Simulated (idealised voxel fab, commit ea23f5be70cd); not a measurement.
voxel gate over fins: a process module
For reference, the cross-section in this document is cut, with width 225 nm and square cells of 5 nm.
Think of the cross-section as a grid of square cells. We describe it in bands, top to bottom, and each band covers one or more rows of those cells. Band entry format. Leading values: height of top, height of bottom, nm. Remainder: materials in left-to-right order, each with its width in nm. Special words: "full width" on a single material, which then fills the band edge to edge; "air", empty space. Heights from 0 (as-received wafer is one material below). Bottom band endless downward, as "z 0 and below". The two numbers in a width such as "30->40" mark its ends across the band: the first belongs to the top row of cells, the second to the bottom row, and from each row to the next the width moves by the same amount. Where a step carries "nothing changed", the cross-section came out of it unchanged, cell for cell. "Voids, enclosed" means: voids of 8 cells or more that are shut off from the top with no open way through. Written width x height at distance, distance from the left edge, in nm. Post-settings text on a step line: simulator's own remark regarding the step. On any step carrying a mask, the "overlay nm" setting, if present on the step's line, tells how far right of its planned place the mask lay; negative values point to the left. Everything after this point is organized in pairs: a cross-section before one process step, a cross-section after it that shows only as deep as the lowest changed band, and, under the pair, the intervening step with its settings. Because different runs of this module on the same starting wafer can supply different pairs, a pair continues from the pair above it only if its entry headed "State before" says so.

[State before]
* z 20 to 5: 55 of air; 15 of resist; 25 of air; 15 of resist; 25 of air; 15 of resist; 25 of air; 15 of resist; 35 of air
* z 5 to 0: SiN full width
* z 0 and below: Si full width
* Voids, enclosed: none

[Step Outcome]
* z 20 to 5: 55 of air; 15 of resist; 25 of air; 15 of resist; 25 of air; 15 of resist; 25 of air; 15 of resist; 35 of air
* z 5 to 0: 55 of air; 15 of SiN; 25 of air; 15 of SiN; 25 of air; 15 of SiN; 25 of air; 15 of SiN; 35 of air
* Note: structure below 0 unchanged.
* Voids, enclosed: none
The two cross-sections above bracket this step: DIRECTIONAL_ETCH | etch materials SiN | depth nm 5

State before: check the pair just above; its after cross-section is our before state.

[Step Outcome]
* z 20 to 5: 55 of air; 15 of resist; 25 of air; 15 of resist; 25 of air; 15 of resist; 25 of air; 15 of resist; 35 of air
* z 5 to 0: 55 of air; 15 of SiN; 25 of air; 15 of SiN; 25 of air; 15 of SiN; 25 of air; 15 of SiN; 35 of air
* z 0 to -40: 55 of air; 15 of Si; 25 of air; 15 of Si; 25 of air; 15 of Si; 25 of air; 15 of Si; 35 of air
* Note: structure below -40 unchanged.
* Voids, enclosed: none
The two cross-sections above bracket this step: DIRECTIONAL_ETCH | etch materials Si | depth nm 40

State before: check the pair just above; its after cross-section is our before state.

[Step Outcome]
* z 5 to 0: 55 of air; 15 of SiN; 25 of air; 15 of SiN; 25 of air; 15 of SiN; 25 of air; 15 of SiN; 35 of air
* Note: structure below 0 unchanged.
* Voids, enclosed: none
The two cross-sections above bracket this step: STRIP | etch materials resist

State before: check the pair just above; its after cross-section is our before state.

[Step Outcome]
* z 5 to 0: 55 of air; 15 of SiN; 25 of air; 15 of SiN; 25 of air; 15 of SiN; 25 of air; 15 of SiN; 35 of air
* z 0 to -40: 55 of air; 5 of SiO2; 5 of Si; 5 of SiO2; 25 of air; 5 of SiO2; 5 of Si; 5 of SiO2; 25 of air; 5 of SiO2; 5 of Si; 5 of SiO2; 25 of air; 5 of SiO2; 5 of Si; 5 of SiO2; 35 of air
* z -40 to -45: 60 of SiO2; 5 of Si; 35 of SiO2; 5 of Si; 35 of SiO2; 5 of Si; 35 of SiO2; 5 of Si; 40 of SiO2
* Note: structure below -45 unchanged.
* Voids, enclosed: none
The two cross-sections above bracket this step: OXIDIZE | depth nm 5

State before: check the pair just above; its after cross-section is our before state.

[Step Outcome]
* z 15 to 5: SiO2 full width
* z 5 to 0: 55 of SiO2; 15 of SiN; 25 of SiO2; 15 of SiN; 25 of SiO2; 15 of SiN; 25 of SiO2; 15 of SiN; 35 of SiO2
* z 0 to -45: 60 of SiO2; 5 of Si; 35 of SiO2; 5 of Si; 35 of SiO2; 5 of Si; 35 of SiO2; 5 of Si; 40 of SiO2
* Note: structure below -45 unchanged.
* Voids, enclosed: none
The two cross-sections above bracket this step: FILL_DEP | material SiO2 | thk nm 10

State before: check the pair just above; its after cross-section is our before state.

[Step Outcome]
* z 5 to 0: 55 of SiO2; 15 of SiN; 25 of SiO2; 15 of SiN; 25 of SiO2; 15 of SiN; 25 of SiO2; 15 of SiN; 35 of SiO2
* Note: structure below 0 unchanged.
* Voids, enclosed: none
The two cross-sections above bracket this step: CMP | height nm 5

State before: check the pair just above; its after cross-section is our before state.

[Step Outcome]
* z 5 to 0: 55 of air; 15 of SiN; 25 of air; 15 of SiN; 25 of air; 15 of SiN; 25 of air; 15 of SiN; 35 of air
* z 0 to -10: 60 of air; 5 of Si; 35 of air; 5 of Si; 35 of air; 5 of Si; 35 of air; 5 of Si; 40 of air
* Note: structure below -10 unchanged.
* Voids, enclosed: none
The two cross-sections above bracket this step: SELECTIVE_ETCH | etch materials SiO2 | depth nm 15

State before: check the pair just above; its after cross-section is our before state.

[Step Outcome]
* z 0 to -10: 60 of air; 5 of Si; 35 of air; 5 of Si; 35 of air; 5 of Si; 35 of air; 5 of Si; 40 of air
* Note: structure below -10 unchanged.
* Voids, enclosed: none
The two cross-sections above bracket this step: STRIP | etch materials SiN

State before: check the pair just above; its after cross-section is our before state.

[Step Outcome]
* z 5 to 0: 55 of air; 15 of HfO2; 25 of air; 15 of HfO2; 25 of air; 15 of HfO2; 25 of air; 15 of HfO2; 35 of air
* z 0 to -5: 55 of air; 5 of HfO2; 5 of Si; 5 of HfO2; 25 of air; 5 of HfO2; 5 of Si; 5 of HfO2; 25 of air; 5 of HfO2; 5 of Si; 5 of HfO2; 25 of air; 5 of HfO2; 5 of Si; 5 of HfO2; 35 of air
* z -5 to -10: 60 of HfO2; 5 of Si; 35 of HfO2; 5 of Si; 35 of HfO2; 5 of Si; 35 of HfO2; 5 of Si; 40 of HfO2
* Note: structure below -10 unchanged.
* Voids, enclosed: none
The two cross-sections above bracket this step: CONFORMAL_DEP | material HfO2 | thk nm 5

State before: check the pair just above; its after cross-section is our before state.

[Step Outcome]
* z 10 to 5: 50 of air; 25 of TiN; 15 of air; 25 of TiN; 15 of air; 25 of TiN; 15 of air; 25 of TiN; 30 of air
* z 5 to 0: 50 of air; 5 of TiN; 15 of HfO2; 5 of TiN; 15 of air; 5 of TiN; 15 of HfO2; 5 of TiN; 15 of air; 5 of TiN; 15 of HfO2; 5 of TiN; 15 of air; 5 of TiN; 15 of HfO2; 5 of TiN; 30 of air
* z 0 to -5: 55 of TiN; 5 of HfO2; 5 of Si; 5 of HfO2; 25 of TiN; 5 of HfO2; 5 of Si; 5 of HfO2; 25 of TiN; 5 of HfO2; 5 of Si; 5 of HfO2; 25 of TiN; 5 of HfO2; 5 of Si; 5 of HfO2; 35 of TiN
* Note: structure below -5 unchanged.
* Voids, enclosed: none
The two cross-sections above bracket this step: CONFORMAL_DEP | material TiN | thk nm 5

State before: check the pair just above; its after cross-section is our before state.

[Step Outcome]
* z 25 to 10: W full width
* z 10 to 5: 50 of W; 25 of TiN; 15 of W; 25 of TiN; 15 of W; 25 of TiN; 15 of W; 25 of TiN; 30 of W
* z 5 to 0: 50 of W; 5 of TiN; 15 of HfO2; 5 of TiN; 15 of W; 5 of TiN; 15 of HfO2; 5 of TiN; 15 of W; 5 of TiN; 15 of HfO2; 5 of TiN; 15 of W; 5 of TiN; 15 of HfO2; 5 of TiN; 30 of W
* Note: structure below 0 unchanged.
* Voids, enclosed: none
The two cross-sections above bracket this step: FILL_DEP | material W | thk nm 15

State before: check the pair just above; its after cross-section is our before state.

[Step Outcome]
* z 20 to 10: W full width
* Note: structure below 10 unchanged.
* Voids, enclosed: none
The two cross-sections above bracket this step: CMP | height nm 20

State before: check the pair just above; its after cross-section is our before state.

[Step Outcome]
* z 25 to 20: SiCN full width
* Note: structure below 20 unchanged.
* Voids, enclosed: none
The two cross-sections above bracket this step: CONFORMAL_DEP | material SiCN | thk nm 5

[State before]
* z 0 to -10: 50 of air; 5 of Si; 35 of air; 5 of Si; 35 of air; 5 of Si; 35 of air; 5 of Si; 50 of air
* z -10 to -45: 50 of SiO2; 5 of Si; 35 of SiO2; 5 of Si; 35 of SiO2; 5 of Si; 35 of SiO2; 5 of Si; 50 of SiO2
* z -45 and below: Si full width
* Voids, enclosed: none

[Step Outcome]
* z 5 to 0: 45 of air; 15 of SiN; 25 of air; 15 of SiN; 25 of air; 15 of SiN; 25 of air; 15 of SiN; 45 of air
* z 0 to -5: 45 of air; 5 of SiN; 5 of Si; 5 of SiN; 25 of air; 5 of SiN; 5 of Si; 5 of SiN; 25 of air; 5 of SiN; 5 of Si; 5 of SiN; 25 of air; 5 of SiN; 5 of Si; 5 of SiN; 45 of air
* z -5 to -10: 50 of SiN; 5 of Si; 35 of SiN; 5 of Si; 35 of SiN; 5 of Si; 35 of SiN; 5 of Si; 50 of SiN
* Note: structure below -10 unchanged.
* Voids, enclosed: none
The two cross-sections above bracket this step: CONFORMAL_DEP | material SiN | thk nm 5

State before: check the pair just above; its after cross-section is our before state.

[Step Outcome]
* z 10 to 5: 40 of air; 25 of TiN; 15 of air; 25 of TiN; 15 of air; 25 of TiN; 15 of air; 25 of TiN; 40 of air
* z 5 to 0: 40 of air; 5 of TiN; 15 of SiN; 5 of TiN; 15 of air; 5 of TiN; 15 of SiN; 5 of TiN; 15 of air; 5 of TiN; 15 of SiN; 5 of TiN; 15 of air; 5 of TiN; 15 of SiN; 5 of TiN; 40 of air
* z 0 to -5: 45 of TiN; 5 of SiN; 5 of Si; 5 of SiN; 25 of TiN; 5 of SiN; 5 of Si; 5 of SiN; 25 of TiN; 5 of SiN; 5 of Si; 5 of SiN; 25 of TiN; 5 of SiN; 5 of Si; 5 of SiN; 45 of TiN
* Note: structure below -5 unchanged.
* Voids, enclosed: none
The two cross-sections above bracket this step: CONFORMAL_DEP | material TiN | thk nm 5

State before: check the pair just above; its after cross-section is our before state.

[Step Outcome]
* z 25 to 10: W full width
* z 10 to 5: 40 of W; 25 of TiN; 15 of W; 25 of TiN; 15 of W; 25 of TiN; 15 of W; 25 of TiN; 40 of W
* z 5 to 0: 40 of W; 5 of TiN; 15 of SiN; 5 of TiN; 15 of W; 5 of TiN; 15 of SiN; 5 of TiN; 15 of W; 5 of TiN; 15 of SiN; 5 of TiN; 15 of W; 5 of TiN; 15 of SiN; 5 of TiN; 40 of W
* Note: structure below 0 unchanged.
* Voids, enclosed: none
The two cross-sections above bracket this step: FILL_DEP | material W | thk nm 15

State before: check the pair just above; its after cross-section is our before state.

[Step Outcome]
* z 20 to 10: W full width
* Note: structure below 10 unchanged.
* Voids, enclosed: none
The two cross-sections above bracket this step: CMP | height nm 20

State before: check the pair just above; its after cross-section is our before state.

[Step Outcome]
* z 25 to 20: SiCN full width
* Note: structure below 20 unchanged.
* Voids, enclosed: none
The two cross-sections above bracket this step: CONFORMAL_DEP | material SiCN | thk nm 5

[State before]
* z 5 to 0: SiN full width
* z 0 and below: Si full width
* Voids, enclosed: none

[Step Outcome]
* z 20 to 5: 45 of resist; 15 of air; 25 of resist; 15 of air; 25 of resist; 15 of air; 25 of resist; 15 of air; 45 of resist
* Note: structure below 5 unchanged.
* Voids, enclosed: none
The two cross-sections above bracket this step: PATTERN | tone open | mask id FINS | material resist | width nm 15 | pitch nm 40 | thk nm 15 | overlay nm 0

State before: check the pair just above; its after cross-section is our before state.

[Step Outcome]
* z 20 to 5: 45 of resist; 15 of air; 25 of resist; 15 of air; 25 of resist; 15 of air; 25 of resist; 15 of air; 45 of resist
* z 5 to 0: 45 of SiN; 15 of air; 25 of SiN; 15 of air; 25 of SiN; 15 of air; 25 of SiN; 15 of air; 45 of SiN
* Note: structure below 0 unchanged.
* Voids, enclosed: none
The two cross-sections above bracket this step: DIRECTIONAL_ETCH | etch materials SiN | depth nm 5

State before: check the pair just above; its after cross-section is our before state.

[Step Outcome]
* z 20 to 5: 45 of resist; 15 of air; 25 of resist; 15 of air; 25 of resist; 15 of air; 25 of resist; 15 of air; 45 of resist
* z 5 to 0: 45 of SiN; 15 of air; 25 of SiN; 15 of air; 25 of SiN; 15 of air; 25 of SiN; 15 of air; 45 of SiN
* z 0 to -40: 45 of Si; 15 of air; 25 of Si; 15 of air; 25 of Si; 15 of air; 25 of Si; 15 of air; 45 of Si
* Note: structure below -40 unchanged.
* Voids, enclosed: none
The two cross-sections above bracket this step: DIRECTIONAL_ETCH | etch materials Si | depth nm 40

State before: check the pair just above; its after cross-section is our before state.

[Step Outcome]
* z 5 to 0: 45 of SiN; 15 of air; 25 of SiN; 15 of air; 25 of SiN; 15 of air; 25 of SiN; 15 of air; 45 of SiN
* Note: structure below 0 unchanged.
* Voids, enclosed: none
The two cross-sections above bracket this step: STRIP | etch materials resist

State before: check the pair just above; its after cross-section is our before state.

[Step Outcome]
* z 5 to 0: 45 of SiN; 15 of air; 25 of SiN; 15 of air; 25 of SiN; 15 of air; 25 of SiN; 15 of air; 45 of SiN
* z 0 to -40: 40 of Si; 5 of SiO2; 15 of air; 5 of SiO2; 15 of Si; 5 of SiO2; 15 of air; 5 of SiO2; 15 of Si; 5 of SiO2; 15 of air; 5 of SiO2; 15 of Si; 5 of SiO2; 15 of air; 5 of SiO2; 40 of Si
* z -40 to -45: 40 of Si; 25 of SiO2; 15 of Si; 25 of SiO2; 15 of Si; 25 of SiO2; 15 of Si; 25 of SiO2; 40 of Si
* Note: structure below -45 unchanged.
* Voids, enclosed: none
The two cross-sections above bracket this step: OXIDIZE | depth nm 5

State before: check the pair just above; its after cross-section is our before state.

[Step Outcome]
* z 15 to 5: SiO2 full width
* z 5 to 0: 45 of SiN; 15 of SiO2; 25 of SiN; 15 of SiO2; 25 of SiN; 15 of SiO2; 25 of SiN; 15 of SiO2; 45 of SiN
* z 0 to -45: 40 of Si; 25 of SiO2; 15 of Si; 25 of SiO2; 15 of Si; 25 of SiO2; 15 of Si; 25 of SiO2; 40 of Si
* Note: structure below -45 unchanged.
* Voids, enclosed: none
The two cross-sections above bracket this step: FILL_DEP | material SiO2 | thk nm 10

State before: check the pair just above; its after cross-section is our before state.

[Step Outcome]
* z 5 to 0: 45 of SiN; 15 of SiO2; 25 of SiN; 15 of SiO2; 25 of SiN; 15 of SiO2; 25 of SiN; 15 of SiO2; 45 of SiN
* Note: structure below 0 unchanged.
* Voids, enclosed: none
The two cross-sections above bracket this step: CMP | height nm 5

State before: check the pair just above; its after cross-section is our before state.

[Step Outcome]
* z 5 to 0: 45 of SiN; 15 of air; 25 of SiN; 15 of air; 25 of SiN; 15 of air; 25 of SiN; 15 of air; 45 of SiN
* z 0 to -10: 40 of Si; 25 of air; 15 of Si; 25 of air; 15 of Si; 25 of air; 15 of Si; 25 of air; 40 of Si
* Note: structure below -10 unchanged.
* Voids, enclosed: none
The two cross-sections above bracket this step: SELECTIVE_ETCH | etch materials SiO2 | depth nm 15

State before: check the pair just above; its after cross-section is our before state.

[Step Outcome]
* z 0 to -10: 40 of Si; 25 of air; 15 of Si; 25 of air; 15 of Si; 25 of air; 15 of Si; 25 of air; 40 of Si
* Note: structure below -10 unchanged.
* Voids, enclosed: none
The two cross-sections above bracket this step: STRIP | etch materials SiN

State before: check the pair just above; its after cross-section is our before state.

[Step Outcome]
* z 5 to 0: 45 of HfO2; 15 of air; 25 of HfO2; 15 of air; 25 of HfO2; 15 of air; 25 of HfO2; 15 of air; 45 of HfO2
* z 0 to -5: 40 of Si; 5 of HfO2; 15 of air; 5 of HfO2; 15 of Si; 5 of HfO2; 15 of air; 5 of HfO2; 15 of Si; 5 of HfO2; 15 of air; 5 of HfO2; 15 of Si; 5 of HfO2; 15 of air; 5 of HfO2; 40 of Si
* z -5 to -10: 40 of Si; 25 of HfO2; 15 of Si; 25 of HfO2; 15 of Si; 25 of HfO2; 15 of Si; 25 of HfO2; 40 of Si
* Note: structure below -10 unchanged.
* Voids, enclosed: none
The two cross-sections above bracket this step: CONFORMAL_DEP | material HfO2 | thk nm 5

State before: check the pair just above; its after cross-section is our before state.

[Step Outcome]
* z 10 to 5: 50 of TiN; 5 of air; 35 of TiN; 5 of air; 35 of TiN; 5 of air; 35 of TiN; 5 of air; 50 of TiN
* z 5 to 0: 45 of HfO2; 5 of TiN; 5 of air; 5 of TiN; 25 of HfO2; 5 of TiN; 5 of air; 5 of TiN; 25 of HfO2; 5 of TiN; 5 of air; 5 of TiN; 25 of HfO2; 5 of TiN; 5 of air; 5 of TiN; 45 of HfO2
* z 0 to -5: 40 of Si; 5 of HfO2; 15 of TiN; 5 of HfO2; 15 of Si; 5 of HfO2; 15 of TiN; 5 of HfO2; 15 of Si; 5 of HfO2; 15 of TiN; 5 of HfO2; 15 of Si; 5 of HfO2; 15 of TiN; 5 of HfO2; 40 of Si
* Note: structure below -5 unchanged.
* Voids, enclosed: none
The two cross-sections above bracket this step: CONFORMAL_DEP | material TiN | thk nm 5

State before: check the pair just above; its after cross-section is our before state.

[Step Outcome]
* z 25 to 10: W full width
* z 10 to 5: 50 of TiN; 5 of W; 35 of TiN; 5 of W; 35 of TiN; 5 of W; 35 of TiN; 5 of W; 50 of TiN
* z 5 to 0: 45 of HfO2; 5 of TiN; 5 of W; 5 of TiN; 25 of HfO2; 5 of TiN; 5 of W; 5 of TiN; 25 of HfO2; 5 of TiN; 5 of W; 5 of TiN; 25 of HfO2; 5 of TiN; 5 of W; 5 of TiN; 45 of HfO2
* Note: structure below 0 unchanged.
* Voids, enclosed: none
The two cross-sections above bracket this step: FILL_DEP | material W | thk nm 15

State before: check the pair just above; its after cross-section is our before state.

[Step Outcome]
* z 20 to 10: W full width
* Note: structure below 10 unchanged.
* Voids, enclosed: none
The two cross-sections above bracket this step: CMP | height nm 20

State before: check the pair just above; its after cross-section is our before state.

[Step Outcome]
* z 25 to 20: SiCN full width
* Note: structure below 20 unchanged.
* Voids, enclosed: none
The two cross-sections above bracket this step: CONFORMAL_DEP | material SiCN | thk nm 5
